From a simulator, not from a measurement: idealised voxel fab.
Process module heading - voxel tone inversion
Shown is cross-section cut, with a width of 140 nm and square cells of size 5 nm.
Cross-section = grid of square cells, listed top down in bands; band = one or more rows.
Within each band entry, the heights of the top and of the bottom of the band appear first, in that order and in nm; the materials of the band then follow from left to right, each with its corresponding width in nm. The designation "full width" on a single material indicates that it fills the band from edge to edge; the designation "empty" indicates empty space.
Height reference: 0 = level under which incoming wafer is all one material. Lowest band: no bottom, runs on downward, e.g. "0 and below".
The width entry "30->40" should be interpreted row by row: the top row of cells in the band takes the first number, the bottom row takes the second number, and the change between adjacent rows is uniform throughout.
"nothing different", as given for a step, is the statement that not any cell of the cross-section underwent a change during that step.
Empty spaces without an open route to the top, at least 8 cells in extent, make up the entry "Catalogued sealed voids"; each is given as width x height at distance, where the distance is measured from the left edge, and all are in nm.
On a step's line, text after the settings is the simulator commenting on that step.
For masked steps, "overlay nm" on the step line gives how far right of plan the mask actually lay; a minus sign means it lay to the left.
PLANNED PROCESS STEPS
step 1: RECEIVE: material Si
step 2: CONFORMAL_DEP: material SiCN, thk nm 10
step 3: DIRECTIONAL_DEP: material aC, thk nm 20
step 4: PATTERN: tone cover, mask id POSTS, material resist, width nm 15, pitch nm 45, thk nm 30, overlay nm 0
step 5: DIRECTIONAL_ETCH: etch materials aC, depth nm 20
step 6: STRIP: etch materials resist
step 7: FILL_DEP: material lowk, thk nm 5
step 8: CMP: height nm 30
step 9: STRIP: etch materials aC
RUN AS PLANNED: FIRST OF TWO WAFERS
AS RECEIVED, AFTER STEP 1
    0 and below = Si full width
    Catalogued sealed voids: none
WAFER XSEC, POST STEP 2
    10 down to 0 = SiCN full width
    Under 0: no change, same as before.
WAFER XSEC, POST STEP 3
    30 down to 10 = aC full width
    Under 10: no change, same as before.
WAFER XSEC, POST STEP 4
    60 down to 30 = empty 40 nm | resist 15 nm | empty 30 nm | resist 15 nm | empty 40 nm
    Under 30: no change, same as before.
WAFER XSEC, POST STEP 5
    40 down to 30 = empty 40 nm | resist 15 nm | empty 30 nm | resist 15 nm | empty 40 nm
    30 down to 10 = empty 40 nm | aC 15 nm | empty 30 nm | aC 15 nm | empty 40 nm
    Under 10: no change, same as before.
WAFER XSEC, POST STEP 6
    30 down to 10 = empty 40 nm | aC 15 nm | empty 30 nm | aC 15 nm | empty 40 nm
    Under 10: no change, same as before.
WAFER XSEC, POST STEP 7
    35 down to 30 = lowk full width
    30 down to 10 = lowk 40 nm | aC 15 nm | lowk 30 nm | aC 15 nm | lowk 40 nm
    Under 10: no change, same as before.
WAFER XSEC, POST STEP 8
    30 down to 10 = lowk 40 nm | aC 15 nm | lowk 30 nm | aC 15 nm | lowk 40 nm
    Under 10: no change, same as before.
WAFER XSEC, POST STEP 9
    30 down to 10 = lowk 40 nm | empty 15 nm | lowk 30 nm | empty 15 nm | lowk 40 nm
    Under 10: no change, same as before.
OKAY, SECOND WAFER. NOTHING DIFFERENT AT THE START, NOTHING DIFFERENT IN THE PLAN, JUST ONE MISTAKE SOMEWHERE IN THE RUNNING. AS FAR AS STEP 1, COUNTING THAT STEP, IT'S THE FIRST WAFER ALL OVER AGAIN
WHAT THE SECOND WAFER LOOKS LIKE IN CROSS-SECTION WHEN STEP 2 SHOULD HAVE WRAPPED UP
    20 down to 0 = aC full width
    Under 0: no change, same as before.
WHAT THE SECOND WAFER LOOKS LIKE IN CROSS-SECTION WHEN STEP 3 SHOULD HAVE WRAPPED UP
    30 down to 20 = SiCN full width
    Under 20: no change, same as before.
WHAT THE SECOND WAFER LOOKS LIKE IN CROSS-SECTION WHEN STEP 4 SHOULD HAVE WRAPPED UP
    60 down to 30 = empty 40 nm | resist 15 nm | empty 30 nm | resist 15 nm | empty 40 nm
    Under 30: no change, same as before.
WHAT THE SECOND WAFER LOOKS LIKE IN CROSS-SECTION WHEN STEP 5 SHOULD HAVE WRAPPED UP
    40 down to 30 = empty 40 nm | resist 15 nm | empty 30 nm | resist 15 nm | empty 40 nm
    Under 30: no change, same as before.
WHAT THE SECOND WAFER LOOKS LIKE IN CROSS-SECTION WHEN STEP 6 SHOULD HAVE WRAPPED UP
    30 down to 20 = SiCN full width
    Under 20: no change, same as before.
WHAT THE SECOND WAFER LOOKS LIKE IN CROSS-SECTION WHEN STEP 7 SHOULD HAVE WRAPPED UP
    35 down to 30 = lowk full width
    Under 30: no change, same as before.
WHAT THE SECOND WAFER LOOKS LIKE IN CROSS-SECTION WHEN STEP 8 SHOULD HAVE WRAPPED UP
    30 down to 20 = SiCN full width
    Under 20: no change, same as before.
What the second wafer looks like in cross-section when step 9 should have wrapped up: nothing different
Against the plan, the run slipped here: steps 2 and 3 run out of order (swapped)
Final difference in cells, second wafer against first, listed per material as more or fewer: aC +112; lowk -88
